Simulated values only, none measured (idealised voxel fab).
process module | voxel spacer lines
Each square cell in cross-section cut measures 5 nm, and the section as a whole is 295 nm wide.
How to read a cross-section here: the picture is a grid of square cells, written as bands going from the top down, and any band can span one or more rows of cells.
First you get the band's top height and its bottom height, in nm, and then the materials it's made of, left to right, with each width in nm. If you see a single material with "throughout", that one covers the band edge to edge. "air" is empty space.
Heights are measured from 0, the level below which the as-received wafer is all one material; the lowest band has no bottom and continues downward, written as in "0..down".
The expression "30..40" gives the width at the extremes of the band, the first number at its top row of cells and the second at its bottom row, with the width changing by equal amounts from each row to the next in between.
It should be understood that the words "same as before", when stated for a given step, signify that the cross-section underwent no change in any of its cells during that step.
If an empty space has no open way to the top and is at least 8 cells in size, "Closed void listing" lists it, written width x height at distance, where distance is measured from the left edge and every value is in nm.
Where a step's line continues beyond its settings, the continuation is a remark by the simulator itself on that step.
When a step includes a mask, the "overlay nm" setting on its line states how far to the right of its planned place that mask lay, and negative values state how far to the left.
Process steps (planned)
1: RECEIVE with material Si
2: CONFORMAL_DEP with material Al2O3, thk nm 10
3: DIRECTIONAL_DEP with material TiN, thk nm 15
4: DIRECTIONAL_DEP with material polySi, thk nm 30
5: PATTERN with tone cover, mask id MANDREL, material resist, width nm 15, pitch nm 50, thk nm 35, overlay nm 0
6: DIRECTIONAL_ETCH with etch materials polySi, depth nm 30
7: STRIP with etch materials resist
8: CONFORMAL_DEP with material SiN, thk nm 10
9: DIRECTIONAL_ETCH with etch materials SiN, depth nm 10
10: STRIP with etch materials polySi
11: DIRECTIONAL_ETCH with etch materials TiN, depth nm 5
12: STRIP with etch materials SiN
13: FILL_DEP with material SiO2, thk nm 10
14: CMP with height nm 25
Split variable: depth nm, step 11. Plan value = first wafer. Wafers start alike.
As-received cross-section, first of several wafers, post step 1
	0..down  Si throughout
	Closed void listing: none
Once step 14, the last step, is complete, the module is at its end; this is the cross-section of the first of several wafers
	25..20  105 of SiO2 / 10 of TiN / 15 of SiO2 / 10 of TiN / 15 of SiO2 / 10 of TiN / 15 of SiO2 / 10 of TiN / 105 of SiO2
	20..10  TiN throughout
	10..0  Al2O3 throughout
	0..down  Si throughout
	Closed void listing: none
Last wafer of the set, cross-sectioned at end of module
	25..10  105 of SiO2 / 10 of TiN / 15 of SiO2 / 10 of TiN / 15 of SiO2 / 10 of TiN / 15 of SiO2 / 10 of TiN / 105 of SiO2
	10..0  Al2O3 throughout
	0..down  Si throughout
	Closed void listing: none
Each row below is a wafer at the end of the module, listing for every material the number of cells it has gained (+) or lost (-) since it was received, followed by its closed voids
depth nm 5; +118 Al2O3; +51 SiO2; +126 TiN; Closed void listing: none
depth nm 10; +118 Al2O3; +102 SiO2; +75 TiN; Closed void listing: none
depth nm 15; +118 Al2O3; +153 SiO2; +24 TiN; Closed void listing: none
depth nm 20; +118 Al2O3; +153 SiO2; +24 TiN; Closed void listing: none
depth nm 25; +118 Al2O3; +153 SiO2; +24 TiN; Closed void listing: none
depth nm 30; +118 Al2O3; +153 SiO2; +24 TiN; Closed void listing: none
